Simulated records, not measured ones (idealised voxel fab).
Process module in this document: voxel self aligned vias
Square cell edge 5 nm, section width 150 nm, ID cut.
In this document a cross-section is written as a grid of square cells. It is given as a series of bands, listed from the top down, and a band is one or more rows of cells.
In this notation a band is specified by the heights of its top and bottom, in that order and in nm, after which its materials appear from left to right, each paired with its width in nm. The word "everywhere" attached to a single material means that material fills the band from edge to edge; the word "blank" stands for empty space.
Note: height 0 marks the level under which the wafer is uniformly one material as received. Lowest band unbounded below, written "0..down".
Width: "30..40" (first number = top row, second number = bottom row, same change from row to row of cells).
"all unchanged" for a step: no cell of the cross-section changed in that step.
Listed in "Listed closed voids": every empty space of 8 or more cells without an open way to the top. Form: width x height at distance, the distance being from the left edge, all in nm.
Post-settings text on a step line: simulator's own remark regarding the step.
On any step carrying a mask, the "overlay nm" setting, if present on the step's line, tells how far right of its planned place the mask lay; negative values point to the left.

Listed below are the process steps as planned
1. RECEIVE, material Si
2. CONFORMAL_DEP, material SiO2, thk nm 15
3. CONFORMAL_DEP, material SiCN, thk nm 5
4. DIRECTIONAL_DEP, material SiO2, thk nm 30
5. PATTERN, tone open, mask id LINES, material resist, width nm 25, pitch nm 65, thk nm 15, overlay nm 0
6. DIRECTIONAL_ETCH, etch materials SiO2, depth nm 30
7. STRIP, etch materials resist
8. CONFORMAL_DEP, material TiN, thk nm 5
9. FILL_DEP, material W, thk nm 5
10. CMP, height nm 50
11. SELECTIVE_ETCH, etch materials W Ru TiN, depth nm 5
12. FILL_DEP, material SiN, thk nm 10
13. CMP, height nm 50
14. DIRECTIONAL_DEP, material SiO2, thk nm 15
15. DIRECTIONAL_DEP, material aC, thk nm 10
16. PATTERN, tone open, mask id VIAS, material resist, width nm 45, thk nm 30, overlay nm 0
17. DIRECTIONAL_ETCH, etch materials aC, depth nm 10
18. STRIP, etch materials resist
19. DIRECTIONAL_ETCH, etch materials SiO2, depth nm 15
20. DIRECTIONAL_ETCH, etch materials SiN, depth nm 5
21. STRIP, etch materials aC
22. CONFORMAL_DEP, material TiN, thk nm 5
23. FILL_DEP, material Cu, thk nm 5
24. CMP, height nm 65
25. CONFORMAL_DEP, material SiN, thk nm 5

On the first of the two wafers: run conducted according to plan

As-received wafer cross-section (after step 1)
- 0..down = Si everywhere
- Listed closed voids: none

Wafer xsec, post step 2
- 15..0 = SiO2 everywhere
- No changes below 0.

Wafer xsec, post step 3
- 20..15 = SiCN everywhere
- No changes below 15.

Wafer xsec, post step 4
- 50..20 = SiO2 everywhere
- No changes below 20.

Wafer xsec, post step 5
- 65..50 = 30 resist  25 blank  40 resist  25 blank  30 resist
- No changes below 50.

Wafer xsec, post step 6
- 65..50 = 30 resist  25 blank  40 resist  25 blank  30 resist
- 50..20 = 30 SiO2  25 blank  40 SiO2  25 blank  30 SiO2
- No changes below 20.

Wafer xsec, post step 7
- 50..20 = 30 SiO2  25 blank  40 SiO2  25 blank  30 SiO2
- No changes below 20.

Wafer xsec, post step 8
- 55..50 = 35 TiN  15 blank  50 TiN  15 blank  35 TiN
- 50..25 = 30 SiO2  5 TiN  15 blank  5 TiN  40 SiO2  5 TiN  15 blank  5 TiN  30 SiO2
- 25..20 = 30 SiO2  25 TiN  40 SiO2  25 TiN  30 SiO2
- No changes below 20.

Wafer xsec, post step 9
- 60..55 = W everywhere
- 55..50 = 35 TiN  15 W  50 TiN  15 W  35 TiN
- 50..25 = 30 SiO2  5 TiN  15 W  5 TiN  40 SiO2  5 TiN  15 W  5 TiN  30 SiO2
- No changes below 25.

Wafer xsec, post step 10
- 50..25 = 30 SiO2  5 TiN  15 W  5 TiN  40 SiO2  5 TiN  15 W  5 TiN  30 SiO2
- No changes below 25.

Wafer xsec, post step 11
- 50..45 = 30 SiO2  25 blank  40 SiO2  25 blank  30 SiO2
- No changes below 45.

Wafer xsec, post step 12
- 60..50 = SiN everywhere
- 50..45 = 30 SiO2  25 SiN  40 SiO2  25 SiN  30 SiO2
- No changes below 45.

Wafer xsec, post step 13
- 50..45 = 30 SiO2  25 SiN  40 SiO2  25 SiN  30 SiO2
- No changes below 45.

Wafer xsec, post step 14
- 65..50 = SiO2 everywhere
- No changes below 50.

Wafer xsec, post step 15
- 75..65 = aC everywhere
- No changes below 65.

Wafer xsec, post step 16
- 105..75 = 20 resist  45 blank  85 resist
- No changes below 75.

Wafer xsec, post step 17
- 95..75 = 20 resist  45 blank  85 resist
- 75..65 = 20 aC  45 blank  85 aC
- No changes below 65.

Wafer xsec, post step 18
- 75..65 = 20 aC  45 blank  85 aC
- No changes below 65.

Wafer xsec, post step 19
- 75..65 = 20 aC  45 blank  85 aC
- 65..50 = 20 SiO2  45 blank  85 SiO2
- No changes below 50.

Wafer xsec, post step 20
- 75..65 = 20 aC  45 blank  85 aC
- 65..50 = 20 SiO2  45 blank  85 SiO2
- 50..45 = 30 SiO2  25 blank  40 SiO2  25 SiN  30 SiO2
- No changes below 45.

Wafer xsec, post step 21
- 65..50 = 20 SiO2  45 blank  85 SiO2
- No changes below 50.

Wafer xsec, post step 22
- 70..65 = 25 TiN  35 blank  90 TiN
- 65..55 = 20 SiO2  5 TiN  35 blank  5 TiN  85 SiO2
- 55..50 = 20 SiO2  15 TiN  15 blank  15 TiN  85 SiO2
- 50..45 = 30 SiO2  25 TiN  40 SiO2  25 SiN  30 SiO2
- No changes below 45.

Wafer xsec, post step 23
- 75..70 = Cu everywhere
- 70..65 = 25 TiN  35 Cu  90 TiN
- 65..55 = 20 SiO2  5 TiN  35 Cu  5 TiN  85 SiO2
- 55..50 = 20 SiO2  15 TiN  15 Cu  15 TiN  85 SiO2
- No changes below 50.

Wafer xsec, post step 24
- 65..55 = 20 SiO2  5 TiN  35 Cu  5 TiN  85 SiO2
- No changes below 55.

Wafer xsec, post step 25
- 70..65 = SiN everywhere
- No changes below 65.

Second Wafer (Identical Start and Plan, One Processing Error; Matches First Wafer Through Step 2)

Cross-sectional representation of the second wafer at the time designated in the plan for the completion of step 3: all unchanged

Cross-sectional representation of the second wafer at the time designated in the plan for the completion of step 4
- 45..0 = SiO2 everywhere
- No changes below 0.

Cross-sectional representation of the second wafer at the time designated in the plan for the completion of step 5
- 60..45 = 30 resist  25 blank  40 resist  25 blank  30 resist
- No changes below 45.

Cross-sectional representation of the second wafer at the time designated in the plan for the completion of step 6
- 60..45 = 30 resist  25 blank  40 resist  25 blank  30 resist
- 45..15 = 30 SiO2  25 blank  40 SiO2  25 blank  30 SiO2
- No changes below 15.

Cross-sectional representation of the second wafer at the time designated in the plan for the completion of step 7
- 45..15 = 30 SiO2  25 blank  40 SiO2  25 blank  30 SiO2
- No changes below 15.

Cross-sectional representation of the second wafer at the time designated in the plan for the completion of step 8
- 50..45 = 35 TiN  15 blank  50 TiN  15 blank  35 TiN
- 45..20 = 30 SiO2  5 TiN  15 blank  5 TiN  40 SiO2  5 TiN  15 blank  5 TiN  30 SiO2
- 20..15 = 30 SiO2  25 TiN  40 SiO2  25 TiN  30 SiO2
- No changes below 15.

Cross-sectional representation of the second wafer at the time designated in the plan for the completion of step 9
- 55..50 = W everywhere
- 50..45 = 35 TiN  15 W  50 TiN  15 W  35 TiN
- 45..20 = 30 SiO2  5 TiN  15 W  5 TiN  40 SiO2  5 TiN  15 W  5 TiN  30 SiO2
- No changes below 20.

Cross-sectional representation of the second wafer at the time designated in the plan for the completion of step 10
- 50..45 = 35 TiN  15 W  50 TiN  15 W  35 TiN
- No changes below 45.

Cross-sectional representation of the second wafer at the time designated in the plan for the completion of step 11
- 45..20 = 30 SiO2  5 TiN  15 W  5 TiN  40 SiO2  5 TiN  15 W  5 TiN  30 SiO2
- No changes below 20.

Cross-sectional representation of the second wafer at the time designated in the plan for the completion of step 12
- 55..45 = SiN everywhere
- No changes below 45.

Cross-sectional representation of the second wafer at the time designated in the plan for the completion of step 13
- 50..45 = SiN everywhere
- No changes below 45.

Cross-sectional representation of the second wafer at the time designated in the plan for the completion of step 14
- 65..50 = SiO2 everywhere
- No changes below 50.

Cross-sectional representation of the second wafer at the time designated in the plan for the completion of step 15
- 75..65 = aC everywhere
- No changes below 65.

Cross-sectional representation of the second wafer at the time designated in the plan for the completion of step 16
- 105..75 = 20 resist  45 blank  85 resist
- No changes below 75.

Cross-sectional representation of the second wafer at the time designated in the plan for the completion of step 17
- 95..75 = 20 resist  45 blank  85 resist
- 75..65 = 20 aC  45 blank  85 aC
- No changes below 65.

Cross-sectional representation of the second wafer at the time designated in the plan for the completion of step 18
- 75..65 = 20 aC  45 blank  85 aC
- No changes below 65.

Cross-sectional representation of the second wafer at the time designated in the plan for the completion of step 19
- 75..65 = 20 aC  45 blank  85 aC
- 65..50 = 20 SiO2  45 blank  85 SiO2
- No changes below 50.

Cross-sectional representation of the second wafer at the time designated in the plan for the completion of step 20
- 75..65 = 20 aC  45 blank  85 aC
- 65..50 = 20 SiO2  45 blank  85 SiO2
- 50..45 = 20 SiN  45 blank  85 SiN
- No changes below 45.

Cross-sectional representation of the second wafer at the time designated in the plan for the completion of step 21
- 65..50 = 20 SiO2  45 blank  85 SiO2
- No changes below 50.

Cross-sectional representation of the second wafer at the time designated in the plan for the completion of step 22
- 70..65 = 25 TiN  35 blank  90 TiN
- 65..50 = 20 SiO2  5 TiN  35 blank  5 TiN  85 SiO2
- 50..45 = 20 SiN  45 TiN  85 SiN
- No changes below 45.

Cross-sectional representation of the second wafer at the time designated in the plan for the completion of step 23
- 75..70 = Cu everywhere
- 70..65 = 25 TiN  35 Cu  90 TiN
- 65..50 = 20 SiO2  5 TiN  35 Cu  5 TiN  85 SiO2
- No changes below 50.

Cross-sectional representation of the second wafer at the time designated in the plan for the completion of step 24
- 65..50 = 20 SiO2  5 TiN  35 Cu  5 TiN  85 SiO2
- No changes below 50.

Cross-sectional representation of the second wafer at the time designated in the plan for the completion of step 25
- 70..65 = SiN everywhere
- No changes below 65.
What was done differently from what was planned? step 3 was left out
Upon completion, the second wafer contains, in terms of cells, a greater or smaller amount of certain materials than the first wafer: Cu: 4 more; SiCN: 30 fewer; SiN: 16 more; TiN: 4 more; W: 6 more
